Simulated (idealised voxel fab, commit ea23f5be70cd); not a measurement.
The following is a process module called voxel air gaps.
Each square cell in cross-section cut measures 5 nm, and the section as a whole is 210 nm wide.
Reading order for cross-sections: top band down to bottom band. Underlying form: a grid of square cells. Band size: one or more rows of cells. A band entry consists of two parts. The first gives the height of the band's top and the height of its bottom, in nm. The rest lists the band's materials from left to right, each with its width in nm. A single material labelled with the word "full width" fills the band from edge to edge, and the word "blank" marks empty space. Height reference: 0 = level under which incoming wafer is all one material. Lowest band: no bottom, runs on downward, e.g. "z 0 and below". Graded width ("30 to 40"): value in top row of band = first number; value in bottom row = second number; row-to-row change constant. It should be understood that the words "no change occurred", when stated for a given step, signify that the cross-section underwent no change in any of its cells during that step. Each empty space that has no open way to the top and spans at least 8 cells appears under "Encapsulated voids" as width x height at distance, the distance counted from the left edge, all in nm. On a step's line, text after the settings is the simulator commenting on that step. For masked steps, "overlay nm" on the step line gives how far right of plan the mask actually lay; a minus sign means it lay to the left.
Process steps foreseen in the plan
1) op RECEIVE | material Si
2) op CONFORMAL_DEP | material SiO2 | thk nm 10
3) op CONFORMAL_DEP | material SiCN | thk nm 5
4) op DIRECTIONAL_DEP | material lowk | thk nm 35
5) op DIRECTIONAL_DEP | material aC | thk nm 15
6) op PATTERN | tone open | mask id LINES | material resist | width nm 15 | pitch nm 45 | thk nm 35 | overlay nm 0
7) op DIRECTIONAL_ETCH | etch materials aC | depth nm 15
8) op STRIP | etch materials resist
9) op DIRECTIONAL_ETCH | etch materials lowk | depth nm 35
10) op STRIP | etch materials aC
11) op CONFORMAL_DEP | material TiN | thk nm 5
12) op FILL_DEP | material W | thk nm 10
13) op CMP | height nm 50
14) op EPI | material Ru | thk nm 10
15) op SELECTIVE_ETCH | etch materials lowk | depth nm 45
16) op CONFORMAL_DEP | material SiCN | thk nm 5
First wafer, as planned
As-received state of the wafer in cross-section, equivalent to post-step 1
    z 0 and below  Si full width
    Encapsulated voids: none
Wafer section view after processing step 2
    z 10 to 0  SiO2 full width
    Heights below 0 show no change.
Wafer section view after processing step 3
    z 15 to 10  SiCN full width
    Heights below 10 show no change.
Wafer section view after processing step 4
    z 50 to 15  lowk full width
    Heights below 15 show no change.
Wafer section view after processing step 5
    z 65 to 50  aC full width
    Heights below 50 show no change.
Wafer section view after processing step 6
    z 100 to 65  50 nm resist, then 15 nm blank, then 30 nm resist, then 15 nm blank, then 30 nm resist, then 15 nm blank, then 55 nm resist
    Heights below 65 show no change.
Wafer section view after processing step 7
    z 85 to 65  50 nm resist, then 15 nm blank, then 30 nm resist, then 15 nm blank, then 30 nm resist, then 15 nm blank, then 55 nm resist
    z 65 to 50  50 nm aC, then 15 nm blank, then 30 nm aC, then 15 nm blank, then 30 nm aC, then 15 nm blank, then 55 nm aC
    Heights below 50 show no change.
Wafer section view after processing step 8
    z 65 to 50  50 nm aC, then 15 nm blank, then 30 nm aC, then 15 nm blank, then 30 nm aC, then 15 nm blank, then 55 nm aC
    Heights below 50 show no change.
Wafer section view after processing step 9
    z 65 to 50  50 nm aC, then 15 nm blank, then 30 nm aC, then 15 nm blank, then 30 nm aC, then 15 nm blank, then 55 nm aC
    z 50 to 15  50 nm lowk, then 15 nm blank, then 30 nm lowk, then 15 nm blank, then 30 nm lowk, then 15 nm blank, then 55 nm lowk
    Heights below 15 show no change.
Wafer section view after processing step 10
    z 50 to 15  50 nm lowk, then 15 nm blank, then 30 nm lowk, then 15 nm blank, then 30 nm lowk, then 15 nm blank, then 55 nm lowk
    Heights below 15 show no change.
Wafer section view after processing step 11
    z 55 to 50  55 nm TiN, then 5 nm blank, then 40 nm TiN, then 5 nm blank, then 40 nm TiN, then 5 nm blank, then 60 nm TiN
    z 50 to 20  50 nm lowk, then 5 nm TiN, then 5 nm blank, then 5 nm TiN, then 30 nm lowk, then 5 nm TiN, then 5 nm blank, then 5 nm TiN, then 30 nm lowk, then 5 nm TiN, then 5 nm blank, then 5 nm TiN, then 55 nm lowk
    z 20 to 15  50 nm lowk, then 15 nm TiN, then 30 nm lowk, then 15 nm TiN, then 30 nm lowk, then 15 nm TiN, then 55 nm lowk
    Heights below 15 show no change.
Wafer section view after processing step 12
    z 65 to 55  W full width
    z 55 to 50  55 nm TiN, then 5 nm W, then 40 nm TiN, then 5 nm W, then 40 nm TiN, then 5 nm W, then 60 nm TiN
    z 50 to 20  50 nm lowk, then 5 nm TiN, then 5 nm W, then 5 nm TiN, then 30 nm lowk, then 5 nm TiN, then 5 nm W, then 5 nm TiN, then 30 nm lowk, then 5 nm TiN, then 5 nm W, then 5 nm TiN, then 55 nm lowk
    Heights below 20 show no change.
Wafer section view after processing step 13
    z 50 to 20  50 nm lowk, then 5 nm TiN, then 5 nm W, then 5 nm TiN, then 30 nm lowk, then 5 nm TiN, then 5 nm W, then 5 nm TiN, then 30 nm lowk, then 5 nm TiN, then 5 nm W, then 5 nm TiN, then 55 nm lowk
    Heights below 20 show no change.
Wafer section view after processing step 14
    z 60 to 50  40 nm blank, then 35 nm Ru, then 10 nm blank, then 35 nm Ru, then 10 nm blank, then 35 nm Ru, then 45 nm blank
    Heights below 50 show no change.
Wafer section view after processing step 15
    z 60 to 50  40 nm blank, then 35 nm Ru, then 10 nm blank, then 35 nm Ru, then 10 nm blank, then 35 nm Ru, then 45 nm blank
    z 50 to 20  50 nm blank, then 5 nm TiN, then 5 nm W, then 5 nm TiN, then 30 nm blank, then 5 nm TiN, then 5 nm W, then 5 nm TiN, then 30 nm blank, then 5 nm TiN, then 5 nm W, then 5 nm TiN, then 55 nm blank
    z 20 to 15  50 nm blank, then 15 nm TiN, then 30 nm blank, then 15 nm TiN, then 30 nm blank, then 15 nm TiN, then 55 nm blank
    Heights below 15 show no change.
Wafer section view after processing step 16
    z 65 to 60  35 nm blank, then 135 nm SiCN, then 40 nm blank
    z 60 to 50  35 nm blank, then 5 nm SiCN, then 35 nm Ru, then 10 nm SiCN, then 35 nm Ru, then 10 nm SiCN, then 35 nm Ru, then 5 nm SiCN, then 40 nm blank
    z 50 to 45  35 nm blank, then 15 nm SiCN, then 5 nm TiN, then 5 nm W, then 5 nm TiN, then 30 nm SiCN, then 5 nm TiN, then 5 nm W, then 5 nm TiN, then 30 nm SiCN, then 5 nm TiN, then 5 nm W, then 5 nm TiN, then 15 nm SiCN, then 40 nm blank
    z 45 to 20  45 nm blank, then 5 nm SiCN, then 5 nm TiN, then 5 nm W, then 5 nm TiN, then 5 nm SiCN, then 20 nm blank, then 5 nm SiCN, then 5 nm TiN, then 5 nm W, then 5 nm TiN, then 5 nm SiCN, then 20 nm blank, then 5 nm SiCN, then 5 nm TiN, then 5 nm W, then 5 nm TiN, then 5 nm SiCN, then 50 nm blank
    z 20 to 15  50 nm SiCN, then 15 nm TiN, then 30 nm SiCN, then 15 nm TiN, then 30 nm SiCN, then 15 nm TiN, then 55 nm SiCN
    Heights below 15 show no change.
    Encapsulated voids: 20 x 25 at 70; 20 x 25 at 115
Second wafer, same starting conditions and recipe as the first, one mistake in executing it, nothing differs from the first up to and including step 5
Cross-sectional view of the second wafer at the intended end time of process step 6
    z 100 to 65  45 nm resist, then 25 nm blank, then 20 nm resist, then 25 nm blank, then 20 nm resist, then 25 nm blank, then 50 nm resist
    Heights below 65 show no change.
Cross-sectional view of the second wafer at the intended end time of process step 7
    z 85 to 65  45 nm resist, then 25 nm blank, then 20 nm resist, then 25 nm blank, then 20 nm resist, then 25 nm blank, then 50 nm resist
    z 65 to 50  45 nm aC, then 25 nm blank, then 20 nm aC, then 25 nm blank, then 20 nm aC, then 25 nm blank, then 50 nm aC
    Heights below 50 show no change.
Cross-sectional view of the second wafer at the intended end time of process step 8
    z 65 to 50  45 nm aC, then 25 nm blank, then 20 nm aC, then 25 nm blank, then 20 nm aC, then 25 nm blank, then 50 nm aC
    Heights below 50 show no change.
Cross-sectional view of the second wafer at the intended end time of process step 9
    z 65 to 50  45 nm aC, then 25 nm blank, then 20 nm aC, then 25 nm blank, then 20 nm aC, then 25 nm blank, then 50 nm aC
    z 50 to 15  45 nm lowk, then 25 nm blank, then 20 nm lowk, then 25 nm blank, then 20 nm lowk, then 25 nm blank, then 50 nm lowk
    Heights below 15 show no change.
Cross-sectional view of the second wafer at the intended end time of process step 10
    z 50 to 15  45 nm lowk, then 25 nm blank, then 20 nm lowk, then 25 nm blank, then 20 nm lowk, then 25 nm blank, then 50 nm lowk
    Heights below 15 show no change.
Cross-sectional view of the second wafer at the intended end time of process step 11
    z 55 to 50  50 nm TiN, then 15 nm blank, then 30 nm TiN, then 15 nm blank, then 30 nm TiN, then 15 nm blank, then 55 nm TiN
    z 50 to 20  45 nm lowk, then 5 nm TiN, then 15 nm blank, then 5 nm TiN, then 20 nm lowk, then 5 nm TiN, then 15 nm blank, then 5 nm TiN, then 20 nm lowk, then 5 nm TiN, then 15 nm blank, then 5 nm TiN, then 50 nm lowk
    z 20 to 15  45 nm lowk, then 25 nm TiN, then 20 nm lowk, then 25 nm TiN, then 20 nm lowk, then 25 nm TiN, then 50 nm lowk
    Heights below 15 show no change.
Cross-sectional view of the second wafer at the intended end time of process step 12
    z 65 to 55  W full width
    z 55 to 50  50 nm TiN, then 15 nm W, then 30 nm TiN, then 15 nm W, then 30 nm TiN, then 15 nm W, then 55 nm TiN
    z 50 to 20  45 nm lowk, then 5 nm TiN, then 15 nm W, then 5 nm TiN, then 20 nm lowk, then 5 nm TiN, then 15 nm W, then 5 nm TiN, then 20 nm lowk, then 5 nm TiN, then 15 nm W, then 5 nm TiN, then 50 nm lowk
    Heights below 20 show no change.
Cross-sectional view of the second wafer at the intended end time of process step 13
    z 50 to 20  45 nm lowk, then 5 nm TiN, then 15 nm W, then 5 nm TiN, then 20 nm lowk, then 5 nm TiN, then 15 nm W, then 5 nm TiN, then 20 nm lowk, then 5 nm TiN, then 15 nm W, then 5 nm TiN, then 50 nm lowk
    Heights below 20 show no change.
Cross-sectional view of the second wafer at the intended end time of process step 14
    z 60 to 50  35 nm blank, then 135 nm Ru, then 40 nm blank
    Heights below 50 show no change.
Cross-sectional view of the second wafer at the intended end time of process step 15
    z 60 to 50  35 nm blank, then 135 nm Ru, then 40 nm blank
    z 50 to 20  45 nm blank, then 5 nm TiN, then 15 nm W, then 5 nm TiN, then 20 nm lowk, then 5 nm TiN, then 15 nm W, then 5 nm TiN, then 20 nm lowk, then 5 nm TiN, then 15 nm W, then 5 nm TiN, then 50 nm blank
    z 20 to 15  45 nm blank, then 25 nm TiN, then 20 nm lowk, then 25 nm TiN, then 20 nm lowk, then 25 nm TiN, then 50 nm blank
    Heights below 15 show no change.
Cross-sectional view of the second wafer at the intended end time of process step 16
    z 65 to 60  30 nm blank, then 145 nm SiCN, then 35 nm blank
    z 60 to 50  30 nm blank, then 5 nm SiCN, then 135 nm Ru, then 5 nm SiCN, then 35 nm blank
    z 50 to 45  30 nm blank, then 15 nm SiCN, then 5 nm TiN, then 15 nm W, then 5 nm TiN, then 20 nm lowk, then 5 nm TiN, then 15 nm W, then 5 nm TiN, then 20 nm lowk, then 5 nm TiN, then 15 nm W, then 5 nm TiN, then 15 nm SiCN, then 35 nm blank
    z 45 to 20  40 nm blank, then 5 nm SiCN, then 5 nm TiN, then 15 nm W, then 5 nm TiN, then 20 nm lowk, then 5 nm TiN, then 15 nm W, then 5 nm TiN, then 20 nm lowk, then 5 nm TiN, then 15 nm W, then 5 nm TiN, then 5 nm SiCN, then 45 nm blank
    z 20 to 15  45 nm SiCN, then 25 nm TiN, then 20 nm lowk, then 25 nm TiN, then 20 nm lowk, then 25 nm TiN, then 50 nm SiCN
    Heights below 15 show no change.
Here's what went sideways: in deviation from the planned setting, step 6 was conducted as op PATTERN | tone open | mask id LINES | material resist | width nm 25 | pitch nm 45 | thk nm 35 | overlay nm 0
Heads up, by the end the second wafer has more or fewer cells of some materials compared to the first: Ru +12, SiCN -52, TiN +6, W +36, lowk +56
Heads up: the first wafer ends with 2 closed voids, the second with 0.
